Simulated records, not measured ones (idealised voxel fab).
The following process module bears the name voxel air gaps.
FYI the section here is cut, 300 nm wide, cells are 5 nm squares.
A cross-section in this document is a grid of square cells, and it is written down as bands, the top band listed before the ones below it; a band is made up of one or more rows of cells.
Heights first: top, then bottom, in nm. Then materials, left to right, each with a width in nm. "all across" on a single material: fills the band edge to edge. "blank": empty space.
The reference from which all heights are counted is 0, the level beneath which the as-received wafer is entirely one material; the lowest band, having no lower bound, proceeds downward and is written after the example "top 0, no bottom".
Width: "30 to 40" (first number = top row, second number = bottom row, same change from row to row of cells).
Basically "everything unchanged" means that step didn't change any cell in the cross-section.
Entry "Closed cavities" = empty spaces >= 8 cells with no open way to the top; each as width x height at distance, distance from left edge, all nm.
Step line, after settings: the simulator's comment on this step.
overlay nm: step with mask; distance mask lay right of planned place; negative value = left of planned place.

-- Planned process steps
- 1: RECEIVE (material Si)
- 2: CONFORMAL_DEP (material SiO2; thk nm 10)
- 3: CONFORMAL_DEP (material SiN; thk nm 5)
- 4: DIRECTIONAL_DEP (material SiO2; thk nm 40)
- 5: MASKED_ETCH (tone open; mask id LINES; width nm 20; pitch nm 45; etch materials SiO2; depth nm 40; overlay nm 0)
- 6: CONFORMAL_DEP (material TiN; thk nm 5)
- 7: FILL_DEP (material W; thk nm 10)
- 8: CMP (height nm 55)
- 9: EPI (material Ru; thk nm 10)
- 10: SELECTIVE_ETCH (etch materials SiO2; depth nm 50)
- 11: CONFORMAL_DEP (material SiN; thk nm 5)

-- Delivered wafer in cross-section: state after step 1
> top 0, no bottom | Si all across
> Closed cavities: none

-- Cross-sectional image of the first of two wafers at the end of the module, the run having proceeded as planned
> top 70, bottom 65 | blank 55  SiN 185  blank 60
> top 65, bottom 55 | blank 55  SiN 5  Ru 40  SiN 5  Ru 40  SiN 5  Ru 40  SiN 5  Ru 40  SiN 5  blank 60
> top 55, bottom 50 | blank 55  SiN 15  TiN 5  W 10  TiN 5  SiN 25  TiN 5  W 10  TiN 5  SiN 25  TiN 5  W 10  TiN 5  SiN 25  TiN 5  W 10  TiN 5  SiN 15  blank 60
> top 50, bottom 20 | blank 65  SiN 5  TiN 5  W 10  TiN 5  SiN 5  blank 15  SiN 5  TiN 5  W 10  TiN 5  SiN 5  blank 15  SiN 5  TiN 5  W 10  TiN 5  SiN 5  blank 15  SiN 5  TiN 5  W 10  TiN 5  SiN 5  blank 70
> top 20, bottom 15 | SiN 70  TiN 20  SiN 25  TiN 20  SiN 25  TiN 20  SiN 25  TiN 20  SiN 75
> top 15, bottom 10 | SiN all across
> top 10, bottom 0 | SiO2 all across
> top 0, no bottom | Si all across
> Closed cavities: 15 x 30 at 95; 15 x 30 at 140; 15 x 30 at 185

-- Now the second wafer, cross-sectioned at the end of the module. Nothing different at the start, nothing different in the plan compared with the first, just one mistake when it was actually run
> top 70, bottom 65 | blank 60  SiN 180  blank 60
> top 65, bottom 55 | blank 60  SiN 5  Ru 35  SiN 10  Ru 35  SiN 10  Ru 35  SiN 10  Ru 35  SiN 5  blank 60
> top 55, bottom 50 | blank 60  SiN 15  TiN 5  W 5  TiN 5  SiN 30  TiN 5  W 5  TiN 5  SiN 30  TiN 5  W 5  TiN 5  SiN 30  TiN 5  W 5  TiN 5  SiN 15  blank 60
> top 50, bottom 20 | blank 70  SiN 5  TiN 5  W 5  TiN 5  SiN 5  blank 20  SiN 5  TiN 5  W 5  TiN 5  SiN 5  blank 20  SiN 5  TiN 5  W 5  TiN 5  SiN 5  blank 20  SiN 5  TiN 5  W 5  TiN 5  SiN 5  blank 70
> top 20, bottom 15 | SiN 75  TiN 15  SiN 30  TiN 15  SiN 30  TiN 15  SiN 30  TiN 15  SiN 75
> top 15, bottom 10 | SiN all across
> top 10, bottom 0 | SiO2 all across
> top 0, no bottom | Si all across
> Closed cavities: 20 x 30 at 95; 20 x 30 at 140; 20 x 30 at 185
The mistake made against the process plan was this: step 5 ran as: MASKED_ETCH (tone open; mask id LINES; width nm 15; pitch nm 45; etch materials SiO2; depth nm 40; overlay nm 0)
Cell-count delta at end, second wafer over first, by material: 8 fewer of Ru, 12 more of SiN, 4 fewer of TiN, 28 fewer of W
